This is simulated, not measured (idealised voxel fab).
Title: Process Module voxel transistor to metal
Shown is cross-section cut, with a width of 215 nm and square cells of size 5 nm.
We lay out every cross-section as a grid of square cells and spell it out in bands from the top down, where one band means one or more rows of cells.
Band entry format. Leading values: height of top, height of bottom, nm. Remainder: materials in left-to-right order, each with its width in nm. Special words: "edge to edge" on a single material, which then fills the band edge to edge; "empty", empty space.
It should be noted that heights are counted from 0, beneath which the wafer as supplied is of one material throughout, and that the lowest band possesses no lower boundary but continues downward, as written in "0 -> down".
Top row gets the first number, bottom row gets the second, and each row in between changes by the same step: that is how a band width like "30 to 40" works.
A step reported as "no alterations made" is a step in which no cell of the cross-section changed.
Closed empty spaces (no open way to the top) of 8 cells or more are what "Enclosed cavity list" lists, each as width x height at distance from the left edge, nm for all three.
On a step's line, text after the settings is the simulator commenting on that step.
Among the settings permitted on a step's line is "overlay nm"; applied to a step with a mask, it specifies the extent to which the mask lay to the right of its planned position, whereas a negative figure signifies a position to the left.
Each pair of cross-sections that follows straddles one process step: the one shows the state before the step, the other the state after it, down to the lowest band that changed and no further. The step in question, and its settings, are given under the pair. Note that a pair is not necessarily a continuation of the pair above it, since pairs can come from different runs of this module on the same starting wafer; it is a continuation only where its entry headed "Before-step section" says so.

BEFORE-STEP SECTION
* 45 -> 35  empty (90) | SiCN (35) | empty (90)
* 35 -> 30  polySi (45) | empty (45) | SiCN (35) | empty (45) | polySi (45)
* 30 -> 25  polySi (45) | empty (5) | polySi (115) | empty (5) | polySi (45)
* 25 -> 5  polySi edge to edge
* 5 -> 0  SiO2 (45) | polySi (125) | SiO2 (45)
* 0 -> -5  SiO2 (45) | polySi (5) | SiO2 (115) | polySi (5) | SiO2 (45)
* -5 -> -10  SiO2 (55) | Si (105) | SiO2 (55)
* -10 -> -30  SiO2 (50) | Si (115) | SiO2 (50)
* -30 -> down  Si edge to edge
* Enclosed cavity list: none

STRUCTURE AFTER STEP
* 45 -> 30  empty (90) | SiCN (35) | empty (90)
* 30 -> 5  empty (90) | polySi (35) | empty (90)
* 5 -> 0  SiO2 (45) | empty (45) | polySi (35) | empty (45) | SiO2 (45)
* 0 -> -5  SiO2 (45) | empty (5) | SiO2 (115) | empty (5) | SiO2 (45)
* Everything below -5 is unchanged.
* Enclosed cavity list: none
Between before and after above, the operation and settings are MASKED_ETCH (tone cover; mask id GATE; width nm 35; etch materials polySi; depth nm 40; overlay nm 0)

Before-step section: it's just the after picture from the pair right above this one.

STRUCTURE AFTER STEP
* 50 -> 45  empty (85) | SiO2 (45) | empty (85)
* 45 -> 30  empty (85) | SiO2 (5) | SiCN (35) | SiO2 (5) | empty (85)
* 30 -> 10  empty (85) | SiO2 (5) | polySi (35) | SiO2 (5) | empty (85)
* 10 -> 5  SiO2 (50) | empty (35) | SiO2 (5) | polySi (35) | SiO2 (5) | empty (35) | SiO2 (50)
* 5 -> 0  SiO2 (90) | polySi (35) | SiO2 (90)
* 0 -> -5  SiO2 edge to edge
* Everything below -5 is unchanged.
* Enclosed cavity list: none
Between before and after above, the operation and settings are CONFORMAL_DEP (material SiO2; thk nm 5)

Before-step section: it's just the after picture from the pair right above this one.

STRUCTURE AFTER STEP
* 45 -> 30  empty (85) | SiO2 (5) | SiCN (35) | SiO2 (5) | empty (85)
* 30 -> 5  empty (85) | SiO2 (5) | polySi (35) | SiO2 (5) | empty (85)
* 5 -> 0  SiO2 (50) | empty (35) | SiO2 (5) | polySi (35) | SiO2 (5) | empty (35) | SiO2 (50)
* Everything below 0 is unchanged.
* Enclosed cavity list: none
Between before and after above, the operation and settings are DIRECTIONAL_ETCH (etch materials SiO2; depth nm 5)

Before-step section: it's just the after picture from the pair right above this one.

STRUCTURE AFTER STEP
* 50 -> 45  empty (80) | SiN (55) | empty (80)
* 45 -> 30  empty (80) | SiN (5) | SiO2 (5) | SiCN (35) | SiO2 (5) | SiN (5) | empty (80)
* 30 -> 10  empty (80) | SiN (5) | SiO2 (5) | polySi (35) | SiO2 (5) | SiN (5) | empty (80)
* 10 -> 5  SiN (55) | empty (25) | SiN (5) | SiO2 (5) | polySi (35) | SiO2 (5) | SiN (5) | empty (25) | SiN (55)
* 5 -> 0  SiO2 (50) | SiN (35) | SiO2 (5) | polySi (35) | SiO2 (5) | SiN (35) | SiO2 (50)
* Everything below 0 is unchanged.
* Enclosed cavity list: none
Between before and after above, the operation and settings are CONFORMAL_DEP (material SiN; thk nm 5)

Before-step section: it's just the after picture from the pair right above this one.

STRUCTURE AFTER STEP
* 45 -> 30  empty (80) | SiN (5) | SiO2 (5) | SiCN (35) | SiO2 (5) | SiN (5) | empty (80)
* 30 -> 5  empty (80) | SiN (5) | SiO2 (5) | polySi (35) | SiO2 (5) | SiN (5) | empty (80)
* 5 -> 0  SiO2 (50) | SiN (5) | empty (25) | SiN (5) | SiO2 (5) | polySi (35) | SiO2 (5) | SiN (5) | empty (25) | SiN (5) | SiO2 (50)
* Everything below 0 is unchanged.
* Enclosed cavity list: none
Between before and after above, the operation and settings are DIRECTIONAL_ETCH (etch materials SiN; depth nm 5)

Before-step section: it's just the after picture from the pair right above this one.

STRUCTURE AFTER STEP
* 45 -> 40  empty (80) | SiN (5) | empty (5) | SiCN (35) | empty (5) | SiN (5) | empty (80)
* 40 -> 30  empty (80) | SiN (5) | SiO2 (5) | SiCN (35) | SiO2 (5) | SiN (5) | empty (80)
* 30 -> 5  empty (80) | SiN (5) | SiO2 (5) | polySi (35) | SiO2 (5) | SiN (5) | empty (80)
* 5 -> 0  empty (50) | SiN (5) | empty (25) | SiN (5) | SiO2 (5) | polySi (35) | SiO2 (5) | SiN (5) | empty (25) | SiN (5) | empty (50)
* 0 -> -5  SiO2 (55) | empty (25) | SiO2 (55) | empty (25) | SiO2 (55)
* Everything below -5 is unchanged.
* Enclosed cavity list: none
Between before and after above, the operation and settings are DIRECTIONAL_ETCH (etch materials SiO2; depth nm 5)

Before-step section: it's just the after picture from the pair right above this one.

STRUCTURE AFTER STEP
* 45 -> 40  empty (80) | SiN (5) | empty (5) | SiCN (35) | empty (5) | SiN (5) | empty (80)
* 40 -> 30  empty (80) | SiN (5) | SiO2 (5) | SiCN (35) | SiO2 (5) | SiN (5) | empty (80)
* 30 -> 5  empty (80) | SiN (5) | SiO2 (5) | polySi (35) | SiO2 (5) | SiN (5) | empty (80)
* 5 -> 0  empty (50) | SiN (5) | empty (25) | SiN (5) | SiO2 (5) | polySi (35) | SiO2 (5) | SiN (5) | empty (25) | SiN (5) | empty (50)
* 0 -> -5  SiO2 (55) | empty (25) | SiO2 (55) | empty (25) | SiO2 (55)
* -5 -> -10  SiO2 (55) | empty (25) | Si (55) | empty (25) | SiO2 (55)
* -10 -> -20  SiO2 (50) | Si (5) | empty (25) | Si (55) | empty (25) | Si (5) | SiO2 (50)
* Everything below -20 is unchanged.
* Enclosed cavity list: none
Between before and after above, the operation and settings are DIRECTIONAL_ETCH (etch materials Si; depth nm 15)

Before-step section: it's just the after picture from the pair right above this one.

STRUCTURE AFTER STEP
* 45 -> 40  empty (80) | SiN (5) | empty (5) | SiCN (35) | empty (5) | SiN (5) | empty (80)
* 40 -> 30  empty (80) | SiN (5) | SiO2 (5) | SiCN (35) | SiO2 (5) | SiN (5) | empty (80)
* 30 -> 15  empty (80) | SiN (5) | SiO2 (5) | polySi (35) | SiO2 (5) | SiN (5) | empty (80)
* 15 -> 5  empty (60 to 50) | pSi (20 to 30) | SiN (5) | SiO2 (5) | polySi (35) | SiO2 (5) | SiN (5) | pSi (20 to 30) | empty (60 to 50)
* 5 -> 0  empty (50) | SiN (5) | pSi (25) | SiN (5) | SiO2 (5) | polySi (35) | SiO2 (5) | SiN (5) | pSi (25) | SiN (5) | empty (50)
* 0 -> -5  SiO2 (55) | pSi (25) | SiO2 (55) | pSi (25) | SiO2 (55)
* -5 -> -10  SiO2 (55) | pSi (25) | Si (55) | pSi (25) | SiO2 (55)
* -10 -> -20  SiO2 (50) | Si (5) | pSi (25) | Si (55) | pSi (25) | Si (5) | SiO2 (50)
* Everything below -20 is unchanged.
* Enclosed cavity list: none
Between before and after above, the operation and settings are EPI (material pSi; thk nm 20)

Before-step section: it's just the after picture from the pair right above this one.

STRUCTURE AFTER STEP
* 50 -> 45  SiO2 edge to edge
* 45 -> 30  SiO2 (80) | SiN (5) | SiO2 (5) | SiCN (35) | SiO2 (5) | SiN (5) | SiO2 (80)
* 30 -> 15  SiO2 (80) | SiN (5) | SiO2 (5) | polySi (35) | SiO2 (5) | SiN (5) | SiO2 (80)
* 15 -> 5  SiO2 (60 to 50) | pSi (20 to 30) | SiN (5) | SiO2 (5) | polySi (35) | SiO2 (5) | SiN (5) | pSi (20 to 30) | SiO2 (60 to 50)
* 5 -> 0  SiO2 (50) | SiN (5) | pSi (25) | SiN (5) | SiO2 (5) | polySi (35) | SiO2 (5) | SiN (5) | pSi (25) | SiN (5) | SiO2 (50)
* Everything below 0 is unchanged.
* Enclosed cavity list: none
Between before and after above, the operation and settings are FILL_DEP (material SiO2; thk nm 5)

Before-step section: it's just the after picture from the pair right above this one.

STRUCTURE AFTER STEP
* 30 -> 15  SiO2 (80) | SiN (5) | SiO2 (5) | polySi (35) | SiO2 (5) | SiN (5) | SiO2 (80)
* Everything below 15 is unchanged.
* Enclosed cavity list: none
Between before and after above, the operation and settings are CMP (height nm 30)

Before-step section: it's just the after picture from the pair right above this one.

STRUCTURE AFTER STEP
* 30 -> 15  SiO2 (80) | SiN (5) | SiO2 (5) | empty (35) | SiO2 (5) | SiN (5) | SiO2 (80)
* 15 -> 5  SiO2 (60 to 50) | pSi (20 to 30) | SiN (5) | SiO2 (5) | empty (35) | SiO2 (5) | SiN (5) | pSi (20 to 30) | SiO2 (60 to 50)
* 5 -> 0  SiO2 (50) | SiN (5) | pSi (25) | SiN (5) | SiO2 (5) | empty (35) | SiO2 (5) | SiN (5) | pSi (25) | SiN (5) | SiO2 (50)
* Everything below 0 is unchanged.
* Enclosed cavity list: none
Between before and after above, the operation and settings are STRIP (etch materials polySi)

Before-step section: it's just the after picture from the pair right above this one.

STRUCTURE AFTER STEP
* 30 -> 25  empty (80) | SiN (5) | empty (45) | SiN (5) | empty (80)
* 25 -> 15  SiO2 (80) | SiN (5) | empty (45) | SiN (5) | SiO2 (80)
* 15 -> 5  SiO2 (60 to 50) | pSi (20 to 30) | SiN (5) | empty (45) | SiN (5) | pSi (20 to 30) | SiO2 (60 to 50)
* 5 -> 0  SiO2 (50) | SiN (5) | pSi (25) | SiN (5) | empty (45) | SiN (5) | pSi (25) | SiN (5) | SiO2 (50)
* 0 -> -5  SiO2 (55) | pSi (25) | SiO2 (5) | empty (45) | SiO2 (5) | pSi (25) | SiO2 (55)
* Everything below -5 is unchanged.
* Enclosed cavity list: none
Between before and after above, the operation and settings are SELECTIVE_ETCH (etch materials SiO2; depth nm 5)

Before-step section: it's just the after picture from the pair right above this one.

STRUCTURE AFTER STEP
* 35 -> 30  empty (75) | HfO2 (15) | empty (35) | HfO2 (15) | empty (75)
* 30 -> 25  HfO2 (80) | SiN (5) | HfO2 (5) | empty (35) | HfO2 (5) | SiN (5) | HfO2 (80)
* 25 -> 15  SiO2 (80) | SiN (5) | HfO2 (5) | empty (35) | HfO2 (5) | SiN (5) | SiO2 (80)
* 15 -> 5  SiO2 (60 to 50) | pSi (20 to 30) | SiN (5) | HfO2 (5) | empty (35) | HfO2 (5) | SiN (5) | pSi (20 to 30) | SiO2 (60 to 50)
* 5 -> 0  SiO2 (50) | SiN (5) | pSi (25) | SiN (5) | HfO2 (5) | empty (35) | HfO2 (5) | SiN (5) | pSi (25) | SiN (5) | SiO2 (50)
* 0 -> -5  SiO2 (55) | pSi (25) | SiO2 (5) | HfO2 (45) | SiO2 (5) | pSi (25) | SiO2 (55)
* Everything below -5 is unchanged.
* Enclosed cavity list: none
Between before and after above, the operation and settings are CONFORMAL_DEP (material HfO2; thk nm 5)

Before-step section: it's just the after picture from the pair right above this one.

STRUCTURE AFTER STEP
* 40 -> 35  empty (70) | TiN (25) | empty (25) | TiN (25) | empty (70)
* 35 -> 30  TiN (75) | HfO2 (15) | TiN (5) | empty (25) | TiN (5) | HfO2 (15) | TiN (75)
* 30 -> 25  HfO2 (80) | SiN (5) | HfO2 (5) | TiN (5) | empty (25) | TiN (5) | HfO2 (5) | SiN (5) | HfO2 (80)
* 25 -> 15  SiO2 (80) | SiN (5) | HfO2 (5) | TiN (5) | empty (25) | TiN (5) | HfO2 (5) | SiN (5) | SiO2 (80)
* 15 -> 5  SiO2 (60 to 50) | pSi (20 to 30) | SiN (5) | HfO2 (5) | TiN (5) | empty (25) | TiN (5) | HfO2 (5) | SiN (5) | pSi (20 to 30) | SiO2 (60 to 50)
* 5 -> 0  SiO2 (50) | SiN (5) | pSi (25) | SiN (5) | HfO2 (5) | TiN (35) | HfO2 (5) | SiN (5) | pSi (25) | SiN (5) | SiO2 (50)
* Everything below 0 is unchanged.
* Enclosed cavity list: none
Between before and after above, the operation and settings are CONFORMAL_DEP (material TiN; thk nm 5)

Before-step section: it's just the after picture from the pair right above this one.

STRUCTURE AFTER STEP
* 45 -> 40  W edge to edge
* 40 -> 35  W (70) | TiN (25) | W (25) | TiN (25) | W (70)
* 35 -> 30  TiN (75) | HfO2 (15) | TiN (5) | W (25) | TiN (5) | HfO2 (15) | TiN (75)
* 30 -> 25  HfO2 (80) | SiN (5) | HfO2 (5) | TiN (5) | W (25) | TiN (5) | HfO2 (5) | SiN (5) | HfO2 (80)
* 25 -> 15  SiO2 (80) | SiN (5) | HfO2 (5) | TiN (5) | W (25) | TiN (5) | HfO2 (5) | SiN (5) | SiO2 (80)
* 15 -> 5  SiO2 (60 to 50) | pSi (20 to 30) | SiN (5) | HfO2 (5) | TiN (5) | W (25) | TiN (5) | HfO2 (5) | SiN (5) | pSi (20 to 30) | SiO2 (60 to 50)
* Everything below 5 is unchanged.
* Enclosed cavity list: none
Between before and after above, the operation and settings are FILL_DEP (material W; thk nm 5)

Before-step section: it's just the after picture from the pair right above this one.

STRUCTURE AFTER STEP
* 25 -> 15  SiO2 (80) | SiN (5) | HfO2 (5) | TiN (5) | W (25) | TiN (5) | HfO2 (5) | SiN (5) | SiO2 (80)
* Everything below 15 is unchanged.
* Enclosed cavity list: none
Between before and after above, the operation and settings are CMP (height nm 25)

Before-step section: it's just the after picture from the pair right above this one.

STRUCTURE AFTER STEP
* 35 -> 25  SiO2 edge to edge
* Everything below 25 is unchanged.
* Enclosed cavity list: none
Between before and after above, the operation and settings are DIRECTIONAL_DEP (material SiO2; thk nm 10)

Before-step section: it's just the after picture from the pair right above this one.

STRUCTURE AFTER STEP
* 35 -> 25  SiO2 (55) | empty (20) | SiO2 (65) | empty (20) | SiO2 (55)
* 25 -> 15  SiO2 (55) | empty (20) | SiO2 (5) | SiN (5) | HfO2 (5) | TiN (5) | W (25) | TiN (5) | HfO2 (5) | SiN (5) | SiO2 (5) | empty (20) | SiO2 (55)
* Everything below 15 is unchanged.
* Enclosed cavity list: none
Between before and after above, the operation and settings are MASKED_ETCH (tone open; mask id CONTACT; width nm 20; pitch nm 85; etch materials SiO2; depth nm 20; overlay nm 0)

Before-step section: it's just the after picture from the pair right above this one.

STRUCTURE AFTER STEP
* 40 -> 35  TiN (60) | empty (10) | TiN (75) | empty (10) | TiN (60)
* 35 -> 25  SiO2 (55) | TiN (5) | empty (10) | TiN (5) | SiO2 (65) | TiN (5) | empty (10) | TiN (5) | SiO2 (55)
* 25 -> 20  SiO2 (55) | TiN (5) | empty (10) | TiN (5) | SiO2 (5) | SiN (5) | HfO2 (5) | TiN (5) | W (25) | TiN (5) | HfO2 (5) | SiN (5) | SiO2 (5) | TiN (5) | empty (10) | TiN (5) | SiO2 (55)
* 20 -> 15  SiO2 (55) | TiN (20) | SiO2 (5) | SiN (5) | HfO2 (5) | TiN (5) | W (25) | TiN (5) | HfO2 (5) | SiN (5) | SiO2 (5) | TiN (20) | SiO2 (55)
* Everything below 15 is unchanged.
* Enclosed cavity list: none
Between before and after above, the operation and settings are CONFORMAL_DEP (material TiN; thk nm 5)

Before-step section: it's just the after picture from the pair right above this one.

STRUCTURE AFTER STEP
* 45 -> 40  W edge to edge
* 40 -> 35  TiN (60) | W (10) | TiN (75) | W (10) | TiN (60)
* 35 -> 25  SiO2 (55) | TiN (5) | W (10) | TiN (5) | SiO2 (65) | TiN (5) | W (10) | TiN (5) | SiO2 (55)
* 25 -> 20  SiO2 (55) | TiN (5) | W (10) | TiN (5) | SiO2 (5) | SiN (5) | HfO2 (5) | TiN (5) | W (25) | TiN (5) | HfO2 (5) | SiN (5) | SiO2 (5) | TiN (5) | W (10) | TiN (5) | SiO2 (55)
* Everything below 20 is unchanged.
* Enclosed cavity list: none
Between before and after above, the operation and settings are FILL_DEP (material W; thk nm 5)

Before-step section: it's just the after picture from the pair right above this one.

STRUCTURE AFTER STEP
* 35 -> 25  SiO2 (55) | TiN (5) | W (10) | TiN (5) | SiO2 (65) | TiN (5) | W (10) | TiN (5) | SiO2 (55)
* Everything below 25 is unchanged.
* Enclosed cavity list: none
Between before and after above, the operation and settings are CMP (height nm 35)

Before-step section: it's just the after picture from the pair right above this one.

STRUCTURE AFTER STEP
* 40 -> 35  TiN edge to edge
* Everything below 35 is unchanged.
* Enclosed cavity list: none
Between before and after above, the operation and settings are DIRECTIONAL_DEP (material TiN; thk nm 5)

Before-step section: it's just the after picture from the pair right above this one.

STRUCTURE AFTER STEP
* 55 -> 40  W edge to edge
* Everything below 40 is unchanged.
* Enclosed cavity list: none
Between before and after above, the operation and settings are DIRECTIONAL_DEP (material W; thk nm 15)

Before-step section: it's just the after picture from the pair right above this one.

STRUCTURE AFTER STEP
* 55 -> 40  empty (55) | W (20) | empty (65) | W (20) | empty (55)
* Everything below 40 is unchanged.
* Enclosed cavity list: none
Between before and after above, the operation and settings are MASKED_ETCH (tone cover; mask id METAL_1; width nm 20; pitch nm 85; etch materials W; depth nm 15; overlay nm 0)

Before-step section: it's just the after picture from the pair right above this one.

STRUCTURE AFTER STEP
* 55 -> 40  empty (55) | W (20) | empty (65) | W (20) | empty (55)
* 40 -> 35  empty (55) | TiN (20) | empty (65) | TiN (20) | empty (55)
* Everything below 35 is unchanged.
* Enclosed cavity list: none
Between before and after above, the operation and settings are MASKED_ETCH (tone cover; mask id METAL_1; width nm 20; pitch nm 85; etch materials TiN; depth nm 5; overlay nm 0)

Before-step section: it's just the after picture from the pair right above this one.

STRUCTURE AFTER STEP
* 60 -> 55  SiO2 edge to edge
* 55 -> 40  SiO2 (55) | W (20) | SiO2 (65) | W (20) | SiO2 (55)
* 40 -> 35  SiO2 (55) | TiN (20) | SiO2 (65) | TiN (20) | SiO2 (55)
* Everything below 35 is unchanged.
* Enclosed cavity list: none
Between before and after above, the operation and settings are FILL_DEP (material SiO2; thk nm 5)

Before-step section: it's just the after picture from the pair right above this one.

STRUCTURE AFTER STEP
* 55 -> 40  SiO2 (55) | W (20) | SiO2 (65) | W (20) | SiO2 (55)
* Everything below 40 is unchanged.
* Enclosed cavity list: none
Between before and after above, the operation and settings are CMP (height nm 55)

Before-step section: it's just the after picture from the pair right above this one.

STRUCTURE AFTER STEP
* 60 -> 55  SiN edge to edge
* Everything below 55 is unchanged.
* Enclosed cavity list: none
Between before and after above, the operation and settings are CONFORMAL_DEP (material SiN; thk nm 5)

BEFORE-STEP SECTION
* 45 -> 40  empty (80) | SiN (5) | empty (5) | SiCN (35) | empty (5) | SiN (5) | empty (80)
* 40 -> 30  empty (80) | SiN (5) | SiO2 (5) | SiCN (35) | SiO2 (5) | SiN (5) | empty (80)
* 30 -> 5  empty (80) | SiN (5) | SiO2 (5) | polySi (35) | SiO2 (5) | SiN (5) | empty (80)
* 5 -> 0  empty (50) | SiN (5) | empty (25) | SiN (5) | SiO2 (5) | polySi (35) | SiO2 (5) | SiN (5) | empty (25) | SiN (5) | empty (50)
* 0 -> -5  SiO2 (55) | empty (25) | SiO2 (55) | empty (25) | SiO2 (55)
* -5 -> -20  SiO2 (50) | Si (5) | empty (25) | Si (55) | empty (25) | Si (5) | SiO2 (50)
* -20 -> -30  SiO2 (50) | Si (115) | SiO2 (50)
* -30 -> down  Si edge to edge
* Enclosed cavity list: none

STRUCTURE AFTER STEP
* 45 -> 40  empty (80) | SiN (5) | empty (5) | SiCN (35) | empty (5) | SiN (5) | empty (80)
* 40 -> 30  empty (80) | SiN (5) | SiO2 (5) | SiCN (35) | SiO2 (5) | SiN (5) | empty (80)
* 30 -> 5  empty (80) | SiN (5) | SiO2 (5) | polySi (35) | SiO2 (5) | SiN (5) | empty (80)
* 5 -> 0  empty (50) | SiN (5) | empty (25) | SiN (5) | SiO2 (5) | polySi (35) | SiO2 (5) | SiN (5) | empty (25) | SiN (5) | empty (50)
* 0 -> -5  SiO2 (55) | empty (25) | SiO2 (55) | empty (25) | SiO2 (55)
* -5 -> -30  SiO2 (50) | Si (5) | empty (25) | Si (55) | empty (25) | Si (5) | SiO2 (50)
* -30 -> -35  Si (55) | empty (25) | Si (55) | empty (25) | Si (55)
* Everything below -35 is unchanged.
* Enclosed cavity list: none
Between before and after above, the operation and settings are DIRECTIONAL_ETCH (etch materials Si; depth nm 15)

Before-step section: it's just the after picture from the pair right above this one.

STRUCTURE AFTER STEP
* 45 -> 40  empty (80) | SiN (5) | empty (5) | SiCN (35) | empty (5) | SiN (5) | empty (80)
* 40 -> 30  empty (80) | SiN (5) | SiO2 (5) | SiCN (35) | SiO2 (5) | SiN (5) | empty (80)
* 30 -> 15  empty (80) | SiN (5) | SiO2 (5) | polySi (35) | SiO2 (5) | SiN (5) | empty (80)
* 15 -> 5  empty (45) | pSi (35) | SiN (5) | SiO2 (5) | polySi (35) | SiO2 (5) | SiN (5) | pSi (35) | empty (45)
* 5 -> 0  empty (45) | pSi (5) | SiN (5) | pSi (25) | SiN (5) | SiO2 (5) | polySi (35) | SiO2 (5) | SiN (5) | pSi (25) | SiN (5) | pSi (5) | empty (45)
* 0 -> -5  SiO2 (55) | pSi (25) | SiO2 (55) | pSi (25) | SiO2 (55)
* -5 -> -30  SiO2 (50) | Si (5) | pSi (25) | Si (55) | pSi (25) | Si (5) | SiO2 (50)
* -30 -> -35  Si (55) | pSi (25) | Si (55) | pSi (25) | Si (55)
* Everything below -35 is unchanged.
* Enclosed cavity list: none
Between before and after above, the operation and settings are EPI (material pSi; thk nm 20)

Before-step section: it's just the after picture from the pair right above this one.

STRUCTURE AFTER STEP
* 50 -> 45  SiO2 edge to edge
* 45 -> 30  SiO2 (80) | SiN (5) | SiO2 (5) | SiCN (35) | SiO2 (5) | SiN (5) | SiO2 (80)
* 30 -> 15  SiO2 (80) | SiN (5) | SiO2 (5) | polySi (35) | SiO2 (5) | SiN (5) | SiO2 (80)
* 15 -> 5  SiO2 (45) | pSi (35) | SiN (5) | SiO2 (5) | polySi (35) | SiO2 (5) | SiN (5) | pSi (35) | SiO2 (45)
* 5 -> 0  SiO2 (45) | pSi (5) | SiN (5) | pSi (25) | SiN (5) | SiO2 (5) | polySi (35) | SiO2 (5) | SiN (5) | pSi (25) | SiN (5) | pSi (5) | SiO2 (45)
* Everything below 0 is unchanged.
* Enclosed cavity list: none
Between before and after above, the operation and settings are FILL_DEP (material SiO2; thk nm 5)

Before-step section: it's just the after picture from the pair right above this one.

STRUCTURE AFTER STEP
* 30 -> 15  SiO2 (80) | SiN (5) | SiO2 (5) | polySi (35) | SiO2 (5) | SiN (5) | SiO2 (80)
* Everything below 15 is unchanged.
* Enclosed cavity list: none
Between before and after above, the operation and settings are CMP (height nm 30)

Before-step section: it's just the after picture from the pair right above this one.

STRUCTURE AFTER STEP
* 30 -> 15  SiO2 (80) | SiN (5) | SiO2 (5) | empty (35) | SiO2 (5) | SiN (5) | SiO2 (80)
* 15 -> 5  SiO2 (45) | pSi (35) | SiN (5) | SiO2 (5) | empty (35) | SiO2 (5) | SiN (5) | pSi (35) | SiO2 (45)
* 5 -> 0  SiO2 (45) | pSi (5) | SiN (5) | pSi (25) | SiN (5) | SiO2 (5) | empty (35) | SiO2 (5) | SiN (5) | pSi (25) | SiN (5) | pSi (5) | SiO2 (45)
* Everything below 0 is unchanged.
* Enclosed cavity list: none
Between before and after above, the operation and settings are STRIP (etch materials polySi)

Before-step section: it's just the after picture from the pair right above this one.

STRUCTURE AFTER STEP
* 30 -> 25  empty (80) | SiN (5) | empty (45) | SiN (5) | empty (80)
* 25 -> 15  SiO2 (80) | SiN (5) | empty (45) | SiN (5) | SiO2 (80)
* 15 -> 5  SiO2 (45) | pSi (35) | SiN (5) | empty (45) | SiN (5) | pSi (35) | SiO2 (45)
* 5 -> 0  SiO2 (45) | pSi (5) | SiN (5) | pSi (25) | SiN (5) | empty (45) | SiN (5) | pSi (25) | SiN (5) | pSi (5) | SiO2 (45)
* 0 -> -5  SiO2 (55) | pSi (25) | SiO2 (5) | empty (45) | SiO2 (5) | pSi (25) | SiO2 (55)
* Everything below -5 is unchanged.
* Enclosed cavity list: none
Between before and after above, the operation and settings are SELECTIVE_ETCH (etch materials SiO2; depth nm 5)

Before-step section: it's just the after picture from the pair right above this one.

STRUCTURE AFTER STEP
* 35 -> 30  empty (75) | HfO2 (15) | empty (35) | HfO2 (15) | empty (75)
* 30 -> 25  HfO2 (80) | SiN (5) | HfO2 (5) | empty (35) | HfO2 (5) | SiN (5) | HfO2 (80)
* 25 -> 15  SiO2 (80) | SiN (5) | HfO2 (5) | empty (35) | HfO2 (5) | SiN (5) | SiO2 (80)
* 15 -> 5  SiO2 (45) | pSi (35) | SiN (5) | HfO2 (5) | empty (35) | HfO2 (5) | SiN (5) | pSi (35) | SiO2 (45)
* 5 -> 0  SiO2 (45) | pSi (5) | SiN (5) | pSi (25) | SiN (5) | HfO2 (5) | empty (35) | HfO2 (5) | SiN (5) | pSi (25) | SiN (5) | pSi (5) | SiO2 (45)
* 0 -> -5  SiO2 (55) | pSi (25) | SiO2 (5) | HfO2 (45) | SiO2 (5) | pSi (25) | SiO2 (55)
* Everything below -5 is unchanged.
* Enclosed cavity list: none
Between before and after above, the operation and settings are CONFORMAL_DEP (material HfO2; thk nm 5)

Before-step section: it's just the after picture from the pair right above this one.

STRUCTURE AFTER STEP
* 40 -> 35  empty (70) | TiN (25) | empty (25) | TiN (25) | empty (70)
* 35 -> 30  TiN (75) | HfO2 (15) | TiN (5) | empty (25) | TiN (5) | HfO2 (15) | TiN (75)
* 30 -> 25  HfO2 (80) | SiN (5) | HfO2 (5) | TiN (5) | empty (25) | TiN (5) | HfO2 (5) | SiN (5) | HfO2 (80)
* 25 -> 15  SiO2 (80) | SiN (5) | HfO2 (5) | TiN (5) | empty (25) | TiN (5) | HfO2 (5) | SiN (5) | SiO2 (80)
* 15 -> 5  SiO2 (45) | pSi (35) | SiN (5) | HfO2 (5) | TiN (5) | empty (25) | TiN (5) | HfO2 (5) | SiN (5) | pSi (35) | SiO2 (45)
* 5 -> 0  SiO2 (45) | pSi (5) | SiN (5) | pSi (25) | SiN (5) | HfO2 (5) | TiN (35) | HfO2 (5) | SiN (5) | pSi (25) | SiN (5) | pSi (5) | SiO2 (45)
* Everything below 0 is unchanged.
* Enclosed cavity list: none
Between before and after above, the operation and settings are CONFORMAL_DEP (material TiN; thk nm 5)

Before-step section: it's just the after picture from the pair right above this one.

STRUCTURE AFTER STEP
* 45 -> 40  W edge to edge
* 40 -> 35  W (70) | TiN (25) | W (25) | TiN (25) | W (70)
* 35 -> 30  TiN (75) | HfO2 (15) | TiN (5) | W (25) | TiN (5) | HfO2 (15) | TiN (75)
* 30 -> 25  HfO2 (80) | SiN (5) | HfO2 (5) | TiN (5) | W (25) | TiN (5) | HfO2 (5) | SiN (5) | HfO2 (80)
* 25 -> 15  SiO2 (80) | SiN (5) | HfO2 (5) | TiN (5) | W (25) | TiN (5) | HfO2 (5) | SiN (5) | SiO2 (80)
* 15 -> 5  SiO2 (45) | pSi (35) | SiN (5) | HfO2 (5) | TiN (5) | W (25) | TiN (5) | HfO2 (5) | SiN (5) | pSi (35) | SiO2 (45)
* Everything below 5 is unchanged.
* Enclosed cavity list: none
Between before and after above, the operation and settings are FILL_DEP (material W; thk nm 5)

Before-step section: it's just the after picture from the pair right above this one.

STRUCTURE AFTER STEP
* 25 -> 15  SiO2 (80) | SiN (5) | HfO2 (5) | TiN (5) | W (25) | TiN (5) | HfO2 (5) | SiN (5) | SiO2 (80)
* Everything below 15 is unchanged.
* Enclosed cavity list: none
Between before and after above, the operation and settings are CMP (height nm 25)

Before-step section: it's just the after picture from the pair right above this one.

STRUCTURE AFTER STEP
* 35 -> 25  SiO2 edge to edge
* Everything below 25 is unchanged.
* Enclosed cavity list: none
Between before and after above, the operation and settings are DIRECTIONAL_DEP (material SiO2; thk nm 10)

Before-step section: it's just the after picture from the pair right above this one.

STRUCTURE AFTER STEP
* 35 -> 25  SiO2 (55) | empty (20) | SiO2 (65) | empty (20) | SiO2 (55)
* 25 -> 15  SiO2 (55) | empty (20) | SiO2 (5) | SiN (5) | HfO2 (5) | TiN (5) | W (25) | TiN (5) | HfO2 (5) | SiN (5) | SiO2 (5) | empty (20) | SiO2 (55)
* Everything below 15 is unchanged.
* Enclosed cavity list: none
Between before and after above, the operation and settings are MASKED_ETCH (tone open; mask id CONTACT; width nm 20; pitch nm 85; etch materials SiO2; depth nm 20; overlay nm 0)
